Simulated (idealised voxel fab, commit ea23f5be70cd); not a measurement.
process module | voxel self aligned contacts
cross-section cut | 235 nm wide | cells 5 nm
A cross-section is a grid of square cells, given in bands from the top down. A band is one or more rows of cells.
Each band's line starts with the height of the band's top and of its bottom, in nm. Then come its materials from left to right, each with its width in nm. One material with "throughout" fills the band from edge to edge. "air" is empty space.
Height 0 is the level under which the wafer as received is all one material. The lowest band goes on downwards, as in "0 down".
A width such as "30 to 40" changes by the same amount from each row of cells to the next, from the band's top row to its bottom row.
"no change" after a step means that no cell of the cross-section changed.
closed voids: empty space of 8 cells or more with no open way to the top, each as width x height at its distance from the left edge, in nm
after a step's settings: what the simulator itself notes on the step
overlay nm, on a step with a mask: how far to the right of its planned place the mask lay; to the left if negative
plan
1 op RECEIVE | material Si
2 op OXIDIZE | depth nm 5
3 op DIRECTIONAL_DEP | material polySi | thk nm 25
4 op DIRECTIONAL_DEP | material SiN | thk nm 15
5 op MASKED_ETCH | tone cover | mask id GATE | width nm 25 | pitch nm 50 | etch materials SiN | depth nm 15 | overlay nm 0
6 op MASKED_ETCH | tone cover | mask id GATE | width nm 25 | pitch nm 50 | etch materials polySi | depth nm 25 | overlay nm 0
7 op CONFORMAL_DEP | material SiN | thk nm 5
8 op DIRECTIONAL_ETCH | etch materials SiN | depth nm 5
9 op FILL_DEP | material SiO2 | thk nm 20
10 op CMP | height nm 50
11 op PATTERN | tone open | mask id CONTACT | material resist | width nm 35 | thk nm 15 | overlay nm 0
12 op DIRECTIONAL_ETCH | etch materials SiO2 | depth nm 55
13 op STRIP | etch materials resist
14 op CONFORMAL_DEP | material TiN | thk nm 5
15 op FILL_DEP | material W | thk nm 5
16 op CMP | height nm 50
17 op CONFORMAL_DEP | material SiCN | thk nm 5
as received, after step 1
  0 down: Si throughout
  closed voids: none
a wafer at the end: this start, this plan, one mistake
  55 to 50: SiCN throughout
  50 to 45: SiO2 100 | TiN 5 | W 25 | TiN 5 | SiO2 100
  45 to 40: SiO2 100 | TiN 35 | SiO2 100
  40 to 25: SiN 85 | SiO2 15 | SiN 35 | SiO2 15 | SiN 85
  25 to 0: polySi throughout
  0 to -5: SiO2 throughout
  -5 down: Si throughout
  closed voids: none
what went wrong: step 5 ran as: op MASKED_ETCH | tone open | mask id GATE | width nm 25 | pitch nm 50 | etch materials SiN | depth nm 15 | overlay nm 0
